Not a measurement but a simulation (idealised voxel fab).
process module | voxel air gaps
cross-section cut | 175 nm wide | cells 5 nm
A cross-section is a grid of square cells, given in bands from the top down. A band is one or more rows of cells.
Each band's line starts with the height of the band's top and of its bottom, in nm. Then come its materials from left to right, each with its width in nm. One material with "throughout" fills the band from edge to edge. "air" is empty space.
Height 0 is the level under which the wafer as received is all one material. The lowest band goes on downwards, as in "0 down".
A width such as "30 to 40" changes by the same amount from each row of cells to the next, from the band's top row to its bottom row.
"no change" after a step means that no cell of the cross-section changed.
closed voids: empty space of 8 cells or more with no open way to the top, each as width x height at its distance from the left edge, in nm
after a step's settings: what the simulator itself notes on the step
overlay nm, on a step with a mask: how far to the right of its planned place the mask lay; to the left if negative
plan
1 op RECEIVE | material Si
2 op CONFORMAL_DEP | material SiO2 | thk nm 15
3 op CONFORMAL_DEP | material SiN | thk nm 5
4 op DIRECTIONAL_DEP | material SiO2 | thk nm 30
5 op MASKED_ETCH | tone open | mask id LINES | width nm 15 | pitch nm 40 | etch materials SiO2 | depth nm 30 | overlay nm 0
6 op CONFORMAL_DEP | material TiN | thk nm 5
7 op FILL_DEP | material W | thk nm 10
8 op CMP | height nm 50
9 op EPI | material Ru | thk nm 10
10 op SELECTIVE_ETCH | etch materials SiO2 | depth nm 40
11 op CONFORMAL_DEP | material SiN | thk nm 5
first wafer, as planned
as received, after step 1
  0 down: Si throughout
  closed voids: none
after step 2
  15 to 0: SiO2 throughout
  below 0: unchanged
after step 3
  20 to 15: SiN throughout
  below 15: unchanged
after step 4
  50 to 20: SiO2 throughout
  below 20: unchanged
after step 5
  50 to 20: SiO2 20 | air 15 | SiO2 25 | air 15 | SiO2 25 | air 15 | SiO2 25 | air 15 | SiO2 20
  below 20: unchanged
after step 6
  55 to 50: TiN 25 | air 5 | TiN 35 | air 5 | TiN 35 | air 5 | TiN 35 | air 5 | TiN 25
  50 to 25: SiO2 20 | TiN 5 | air 5 | TiN 5 | SiO2 25 | TiN 5 | air 5 | TiN 5 | SiO2 25 | TiN 5 | air 5 | TiN 5 | SiO2 25 | TiN 5 | air 5 | TiN 5 | SiO2 20
  25 to 20: SiO2 20 | TiN 15 | SiO2 25 | TiN 15 | SiO2 25 | TiN 15 | SiO2 25 | TiN 15 | SiO2 20
  below 20: unchanged
after step 7
  65 to 55: W throughout
  55 to 50: TiN 25 | W 5 | TiN 35 | W 5 | TiN 35 | W 5 | TiN 35 | W 5 | TiN 25
  50 to 25: SiO2 20 | TiN 5 | W 5 | TiN 5 | SiO2 25 | TiN 5 | W 5 | TiN 5 | SiO2 25 | TiN 5 | W 5 | TiN 5 | SiO2 25 | TiN 5 | W 5 | TiN 5 | SiO2 20
  below 25: unchanged
after step 8
  50 to 25: SiO2 20 | TiN 5 | W 5 | TiN 5 | SiO2 25 | TiN 5 | W 5 | TiN 5 | SiO2 25 | TiN 5 | W 5 | TiN 5 | SiO2 25 | TiN 5 | W 5 | TiN 5 | SiO2 20
  below 25: unchanged
after step 9
  60 to 50: air 10 | Ru 35 | air 5 | Ru 35 | air 5 | Ru 35 | air 5 | Ru 35 | air 10
  below 50: unchanged
after step 10
  60 to 50: air 10 | Ru 35 | air 5 | Ru 35 | air 5 | Ru 35 | air 5 | Ru 35 | air 10
  50 to 25: air 20 | TiN 5 | W 5 | TiN 5 | air 25 | TiN 5 | W 5 | TiN 5 | air 25 | TiN 5 | W 5 | TiN 5 | air 25 | TiN 5 | W 5 | TiN 5 | air 20
  25 to 20: air 20 | TiN 15 | air 25 | TiN 15 | air 25 | TiN 15 | air 25 | TiN 15 | air 20
  below 20: unchanged
after step 11
  65 to 60: air 5 | SiN 165 | air 5
  60 to 50: air 5 | SiN 5 | Ru 35 | SiN 5 | Ru 35 | SiN 5 | Ru 35 | SiN 5 | Ru 35 | SiN 5 | air 5
  50 to 45: air 5 | SiN 15 | TiN 5 | W 5 | TiN 5 | SiN 25 | TiN 5 | W 5 | TiN 5 | SiN 25 | TiN 5 | W 5 | TiN 5 | SiN 25 | TiN 5 | W 5 | TiN 5 | SiN 15 | air 5
  45 to 25: air 15 | SiN 5 | TiN 5 | W 5 | TiN 5 | SiN 5 | air 15 | SiN 5 | TiN 5 | W 5 | TiN 5 | SiN 5 | air 15 | SiN 5 | TiN 5 | W 5 | TiN 5 | SiN 5 | air 15 | SiN 5 | TiN 5 | W 5 | TiN 5 | SiN 5 | air 15
  25 to 20: SiN 20 | TiN 15 | SiN 25 | TiN 15 | SiN 25 | TiN 15 | SiN 25 | TiN 15 | SiN 20
  below 20: unchanged
  closed voids: 15 x 20 at 40; 15 x 20 at 80; 15 x 20 at 120
second wafer: like start, like plan, one mistake. Through step 2 it matches the first wafer
when step 3 should have ended: no change
when step 4 should have ended
  45 to 0: SiO2 throughout
  below 0: unchanged
when step 5 should have ended
  45 to 15: SiO2 20 | air 15 | SiO2 25 | air 15 | SiO2 25 | air 15 | SiO2 25 | air 15 | SiO2 20
  below 15: unchanged
when step 6 should have ended
  50 to 45: TiN 25 | air 5 | TiN 35 | air 5 | TiN 35 | air 5 | TiN 35 | air 5 | TiN 25
  45 to 20: SiO2 20 | TiN 5 | air 5 | TiN 5 | SiO2 25 | TiN 5 | air 5 | TiN 5 | SiO2 25 | TiN 5 | air 5 | TiN 5 | SiO2 25 | TiN 5 | air 5 | TiN 5 | SiO2 20
  20 to 15: SiO2 20 | TiN 15 | SiO2 25 | TiN 15 | SiO2 25 | TiN 15 | SiO2 25 | TiN 15 | SiO2 20
  below 15: unchanged
when step 7 should have ended
  60 to 50: W throughout
  50 to 45: TiN 25 | W 5 | TiN 35 | W 5 | TiN 35 | W 5 | TiN 35 | W 5 | TiN 25
  45 to 20: SiO2 20 | TiN 5 | W 5 | TiN 5 | SiO2 25 | TiN 5 | W 5 | TiN 5 | SiO2 25 | TiN 5 | W 5 | TiN 5 | SiO2 25 | TiN 5 | W 5 | TiN 5 | SiO2 20
  below 20: unchanged
when step 8 should have ended
  50 to 45: TiN 25 | W 5 | TiN 35 | W 5 | TiN 35 | W 5 | TiN 35 | W 5 | TiN 25
  below 45: unchanged
when step 9 should have ended
  60 to 50: Ru throughout
  below 50: unchanged
when step 10 should have ended: no change
when step 11 should have ended
  65 to 60: SiN throughout
  below 60: unchanged
what went wrong: step 3 was left out
at the end the second wafer has, in cells: 14 more of Ru | 119 fewer of SiN | 138 more of SiO2 | 31 more of TiN | 4 more of W
closed voids at the end (first wafer, second wafer): 3, 0
